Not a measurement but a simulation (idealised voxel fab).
Process module name: voxel ribs on slabs
Cross-section cut spans 240 nm and uses square cells 5 nm in size.
The cross-sections in this document take the form of a grid made of square cells. They are written out as bands, in order from top to bottom. Each band consists of one or more rows of cells.
It is stipulated that each band's entry specify, in nanometres, the height of the top of the band and then that of its bottom, followed by the materials of the band in left-to-right sequence, each together with its width in nanometres. A single material marked by the word "full width" is understood to fill the band from edge to edge; the word "blank" is understood to denote empty space.
Heights are measured from 0, the level below which the as-received wafer is all one material; the lowest band has no bottom and continues downward, written as in "0..down".
A width given as "30 to 40" starts at the first number in the band's top row and ends at the second number in its bottom row, shifting by an equal amount at every step from row to row.
Basically "stayed the same" means that step didn't change any cell in the cross-section.
"Closed internal cavities" contains a list of empty spaces, each no smaller than 8 cells and without an open way to the top, written in the form width x height at distance with the distance from the left edge and all three in nm.
Post-settings text on a step line: simulator's own remark regarding the step.
You can add "overlay nm" to a step's line. For a step with a mask, it describes how far the mask lay to the right of its planned position, and a negative number describes a lay to the left.

The process steps that were planned are listed below:
1: RECEIVE: material Si
2: DIRECTIONAL_DEP: material SiO2, thk nm 25
3: DIRECTIONAL_DEP: material SiN, thk nm 25
4: PATTERN: tone cover, mask id RIB, material resist, width nm 30, thk nm 20, overlay nm -15
5: DIRECTIONAL_ETCH: etch materials SiN, depth nm 5
6: STRIP: etch materials resist
7: PATTERN: tone cover, mask id SLAB, material resist, width nm 90, thk nm 15, overlay nm 0
8: DIRECTIONAL_ETCH: etch materials SiN, depth nm 20
9: STRIP: etch materials resist
10: FILL_DEP: material SiO2, thk nm 20
11: CMP: height nm 65
12: DIRECTIONAL_DEP: material W, thk nm 5
13: DIRECTIONAL_DEP: material aC, thk nm 10
14: PATTERN: tone cover, mask id HEATER, material resist, width nm 40, thk nm 30, overlay nm 0
15: DIRECTIONAL_ETCH: etch materials aC, depth nm 10
16: STRIP: etch materials resist
17: DIRECTIONAL_ETCH: etch materials W, depth nm 5
18: STRIP: etch materials aC
19: CONFORMAL_DEP: material SiO2, thk nm 5
Keep in mind the plan's value for the overlay nm of step 4 comes from the first wafer; the wafers don't share that setting, but they do share the same starting point.

As-received cross-section, first of several wafers, post step 1:
    0..down | Si full width
    Closed internal cavities: none

First of several wafers in cross-section at module end, following the final step, step 19:
    75..70 | 95 nm blank | 50 nm SiO2 | 95 nm blank
    70..65 | 100 nm SiO2 | 40 nm W | 100 nm SiO2
    65..50 | SiO2 full width
    50..45 | 90 nm SiO2 | 30 nm SiN | 120 nm SiO2
    45..25 | 75 nm SiO2 | 90 nm SiN | 75 nm SiO2
    25..0 | SiO2 full width
    0..down | Si full width
    Closed internal cavities: none

Cross-section at module completion, last wafer:
    75..70 | 95 nm blank | 50 nm SiO2 | 95 nm blank
    70..65 | 100 nm SiO2 | 40 nm W | 100 nm SiO2
    65..50 | SiO2 full width
    50..45 | 120 nm SiO2 | 30 nm SiN | 90 nm SiO2
    45..25 | 75 nm SiO2 | 90 nm SiN | 75 nm SiO2
    25..0 | SiO2 full width
    0..down | Si full width
    Closed internal cavities: none

Wafer rows; end of module; cells per material since receipt: (+) gained, (-) lost; then closed voids:
overlay nm -15 | +78 SiN | +596 SiO2 | +8 W | Closed internal cavities: none
overlay nm -10 | +78 SiN | +596 SiO2 | +8 W | Closed internal cavities: none
overlay nm -5 | +78 SiN | +596 SiO2 | +8 W | Closed internal cavities: none
overlay nm 0 | +78 SiN | +596 SiO2 | +8 W | Closed internal cavities: none
overlay nm 5 | +78 SiN | +596 SiO2 | +8 W | Closed internal cavities: none
overlay nm 10 | +78 SiN | +596 SiO2 | +8 W | Closed internal cavities: none
overlay nm 15 | +78 SiN | +596 SiO2 | +8 W | Closed internal cavities: none
